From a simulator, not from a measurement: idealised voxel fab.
process module | voxel transistor to metal
This is section cut - it's 215 nm across, gridded in 5 nm square cells.
The cross-sections in this document take the form of a grid made of square cells. They are written out as bands, in order from top to bottom. Each band consists of one or more rows of cells. Basically the band line says how high the top is and how high the bottom is, in nm, and then what's in it from left to right, every material with its width in nm. Empty space shows up as "air", and if a single material carries "throughout" it runs the full band edge to edge. Heads up on the height convention: 0 is the point under which the incoming wafer is all one material, and the lowest band has no bottom, it just keeps going down, like "0 and below". The width entry "30 to 40" should be interpreted row by row: the top row of cells in the band takes the first number, the bottom row takes the second number, and the change between adjacent rows is uniform throughout. "no modifications", as given for a step, is the statement that not any cell of the cross-section underwent a change during that step. So "Enclosed void listing" is basically the list of trapped voids: any empty space of 8 cells or more that can't reach the top through an opening. They're written width x height at distance, the distance being from the left edge, and it's all nm. Note: text after step settings on the step line = simulator remark on that step. overlay nm: for a step with a mask, the amount by which the mask lay right of where it was planned; a negative amount means left of it. The remainder of this document consists of a sequence of paired cross-sections. Each pair presents the cross-section prior to one process step together with the cross-section following it, the latter being rendered only as deep as the lowest band that underwent change. The intervening step, together with its settings, is stated beneath each pair. Because the pairs may originate from different runs of this module on the same starting wafer, a given pair is to be read as continuing from the preceding pair only where its entry headed "Before-step section" so indicates.
-- Before-step section
  100 down to 75 = 60 nm air, 20 nm resist, 55 nm air, 20 nm resist, 60 nm air
  75 down to 65 = aC throughout
  65 down to 50 = Ru throughout
  50 down to 45 = TiN throughout
  45 down to 30 = 60 nm SiO2, 5 nm TiN, 10 nm Ru, 5 nm TiN, 55 nm SiO2, 5 nm TiN, 10 nm Ru, 5 nm TiN, 60 nm SiO2
  30 down to 20 = 60 nm SiO2, 5 nm TiN, 10 nm Ru, 5 nm TiN, 5 nm SiO2, 5 nm SiN, 5 nm SiO2, 25 nm SiCN, 5 nm SiO2, 5 nm SiN, 5 nm SiO2, 5 nm TiN, 10 nm Ru, 5 nm TiN, 60 nm SiO2
  20 down to 10 = 60 nm SiO2, 5 nm TiN, 10 nm Ru, 5 nm TiN, 5 nm SiO2, 5 nm SiN, 5 nm SiO2, 25 nm polySi, 5 nm SiO2, 5 nm SiN, 5 nm SiO2, 5 nm TiN, 10 nm Ru, 5 nm TiN, 60 nm SiO2
  10 down to 5 = 60 nm SiO2, 20 nm TiN, 5 nm SiO2, 5 nm SiN, 5 nm SiO2, 25 nm polySi, 5 nm SiO2, 5 nm SiN, 5 nm SiO2, 20 nm TiN, 60 nm SiO2
  5 down to 0 = 30 nm SiO2, 20 nm nSi, 35 nm SiO2, 5 nm SiN, 5 nm SiO2, 25 nm polySi, 5 nm SiO2, 5 nm SiN, 35 nm SiO2, 20 nm nSi, 30 nm SiO2
  0 down to -5 = 30 nm SiO2, 15 nm nSi, 5 nm SiN, 115 nm SiO2, 5 nm SiN, 15 nm nSi, 30 nm SiO2
  -5 down to -10 = 30 nm SiO2, 15 nm nSi, 125 nm SiO2, 15 nm nSi, 30 nm SiO2
  -10 down to -25 = 45 nm nSi, 5 nm Si, 115 nm SiO2, 5 nm Si, 45 nm nSi
  -25 down to -30 = 50 nm Si, 115 nm SiO2, 50 nm Si
  -30 and below = Si throughout
  Enclosed void listing: none
-- Post-Step Section View
  90 down to 75 = 60 nm air, 20 nm resist, 55 nm air, 20 nm resist, 60 nm air
  75 down to 65 = 60 nm air, 20 nm aC, 55 nm air, 20 nm aC, 60 nm air
  Rest of section, below 65: as before.
  Enclosed void listing: none
Before/after cross-sections above; step in between: op DIRECTIONAL_ETCH | etch materials aC | depth nm 10
Before-step section: starting point is the after cross-section of the pair just above.
-- Post-Step Section View
  75 down to 65 = 60 nm air, 20 nm aC, 55 nm air, 20 nm aC, 60 nm air
  Rest of section, below 65: as before.
  Enclosed void listing: none
Before/after cross-sections above; step in between: op STRIP | etch materials resist
Before-step section: starting point is the after cross-section of the pair just above.
-- Post-Step Section View
  75 down to 65 = 60 nm air, 20 nm aC, 55 nm air, 20 nm aC, 60 nm air
  65 down to 50 = 60 nm air, 20 nm Ru, 55 nm air, 20 nm Ru, 60 nm air
  Rest of section, below 50: as before.
  Enclosed void listing: none
Before/after cross-sections above; step in between: op DIRECTIONAL_ETCH | etch materials Ru | depth nm 15
Before-step section: starting point is the after cross-section of the pair just above.
-- Post-Step Section View
  75 down to 65 = 60 nm air, 20 nm aC, 55 nm air, 20 nm aC, 60 nm air
  65 down to 50 = 60 nm air, 20 nm Ru, 55 nm air, 20 nm Ru, 60 nm air
  50 down to 45 = 60 nm air, 20 nm TiN, 55 nm air, 20 nm TiN, 60 nm air
  Rest of section, below 45: as before.
  Enclosed void listing: none
Before/after cross-sections above; step in between: op DIRECTIONAL_ETCH | etch materials TiN | depth nm 5
Before-step section: starting point is the after cross-section of the pair just above.
-- Post-Step Section View
  65 down to 50 = 60 nm air, 20 nm Ru, 55 nm air, 20 nm Ru, 60 nm air
  Rest of section, below 50: as before.
  Enclosed void listing: none
Before/after cross-sections above; step in between: op STRIP | etch materials aC
Before-step section: starting point is the after cross-section of the pair just above.
-- Post-Step Section View
  75 down to 65 = lowk throughout
  65 down to 50 = 60 nm lowk, 20 nm Ru, 55 nm lowk, 20 nm Ru, 60 nm lowk
  50 down to 45 = 60 nm lowk, 20 nm TiN, 55 nm lowk, 20 nm TiN, 60 nm lowk
  Rest of section, below 45: as before.
  Enclosed void listing: none
Before/after cross-sections above; step in between: op FILL_DEP | material lowk | thk nm 10
Before-step section: starting point is the after cross-section of the pair just above.
-- Post-Step Section View
  65 down to 50 = 60 nm lowk, 20 nm Ru, 55 nm lowk, 20 nm Ru, 60 nm lowk
  Rest of section, below 50: as before.
  Enclosed void listing: none
Before/after cross-sections above; step in between: op CMP | height nm 65
Before-step section: starting point is the after cross-section of the pair just above.
-- Post-Step Section View
  70 down to 65 = SiN throughout
  Rest of section, below 65: as before.
  Enclosed void listing: none
Before/after cross-sections above; step in between: op CONFORMAL_DEP | material SiN | thk nm 5
